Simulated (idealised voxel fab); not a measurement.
Module name: voxel wiring stack (process module)
In the cross-section labelled cut, the width is 165 nm and each square cell is 5 nm.
For the purposes of this document, a cross-section shall be understood as a grid of square cells, specified as bands listed in top-to-bottom order, each band consisting of one or more rows of cells. For a band, the entry starts with two heights in nm, that of the top and then that of the bottom, and carries on with the band's materials in order from left to right, each alongside its width in nm; the word "full width" beside a single material means it fills the band edge to edge, and "empty" means empty space. Where do heights start? At 0: under that level the wafer as delivered is made of one material only. And the lowest band has no floor; it just carries on downward, as in "0 -> down". A two-number width, for instance "30 to 40", indicates that the width is equal to the first number in the top row of the band and to the second number in the bottom row, and that it changes by a constant amount per row of cells. Step marked "nothing got changed"? Then no cell in the cross-section changed in it. The label "Voids, enclosed" introduces a list of the empty spaces, 8 cells or larger, that have no open way up to the top; each entry in it reads width x height at distance, where the distance is taken from the left edge and all three are stated in nm. Formally, on a step line, whatever follows the settings is a remark that the simulator itself makes on the step. "overlay nm" answers the question of how far to the right of plan the mask lay on a step that has a mask, and when it is negative the answer is to the left.

### The process steps that were planned are listed below
1,op RECEIVE | material Si
2,op CONFORMAL_DEP | material SiO2 | thk nm 15
3,op CONFORMAL_DEP | material SiN | thk nm 5
4,op DIRECTIONAL_DEP | material lowk | thk nm 15
5,op PATTERN | tone open | mask id METAL_1 | material resist | width nm 30 | pitch nm 55 | thk nm 20 | overlay nm 0
6,op DIRECTIONAL_ETCH | etch materials lowk | depth nm 15
7,op DIRECTIONAL_ETCH | etch materials SiN | depth nm 5
8,op STRIP | etch materials resist
9,op CONFORMAL_DEP | material TiN | thk nm 5
10,op FILL_DEP | material W | thk nm 5
11,op CMP | height nm 35
12,op EPI | material Ru | thk nm 5
13,op FILL_DEP | material SiCN | thk nm 5
14,op DIRECTIONAL_DEP | material lowk | thk nm 30
15,op DIRECTIONAL_DEP | material aC | thk nm 15
16,op PATTERN | tone open | mask id METAL_2_HOLES | material resist | width nm 15 | thk nm 35 | overlay nm 0
17,op DIRECTIONAL_ETCH | etch materials aC | depth nm 15
18,op STRIP | etch materials resist
19,op DIRECTIONAL_ETCH | etch materials lowk | depth nm 30
20,op STRIP | etch materials aC
21,op DIRECTIONAL_DEP | material aC | thk nm 10
22,op PATTERN | tone open | mask id METAL_2 | material resist | width nm 30 | pitch nm 55 | thk nm 25 | overlay nm 0
23,op DIRECTIONAL_ETCH | etch materials aC | depth nm 10
24,op STRIP | etch materials resist
25,op DIRECTIONAL_ETCH | etch materials lowk | depth nm 20
26,op DIRECTIONAL_ETCH | etch materials SiCN | depth nm 5
27,op STRIP | etch materials aC
28,op CONFORMAL_DEP | material TiN | thk nm 5
29,op FILL_DEP | material Cu | thk nm 10
30,op CMP | height nm 75
31,op CONFORMAL_DEP | material SiN | thk nm 5

### Delivered wafer in cross-section: state after step 1
    0 -> down  Si full width
    Voids, enclosed: none

### End-of-module cross-section. Starting structure and process plan as above; one mistake made in running it
    80 -> 75  SiN full width
    75 -> 60  Cu 50 | TiN 5 | lowk 15 | TiN 5 | Cu 15 | TiN 5 | lowk 30 | TiN 5 | Cu 35
    60 -> 55  TiN 45 | Cu 5 | TiN 5 | lowk 15 | TiN 25 | lowk 30 | TiN 40
    55 -> 50  lowk 40 | TiN 5 | Cu 5 | TiN 5 | lowk 110
    50 -> 45  lowk 40 | TiN 15 | lowk 110
    45 -> 40  SiCN full width
    40 -> 35  SiCN 35 | Ru 40 | SiCN 15 | Ru 40 | SiCN 35
    35 -> 20  lowk 40 | TiN 5 | W 20 | TiN 5 | lowk 25 | TiN 5 | W 20 | TiN 5 | lowk 40
    20 -> 15  SiN 40 | TiN 30 | SiN 25 | TiN 30 | SiN 40
    15 -> 0  SiO2 full width
    0 -> down  Si full width
    Voids, enclosed: none
The mistake made against the process plan was this: step 22: run off-plan, actual operation and settings op PATTERN | tone cover | mask id METAL_2 | material resist | width nm 30 | pitch nm 55 | thk nm 25 | overlay nm 0
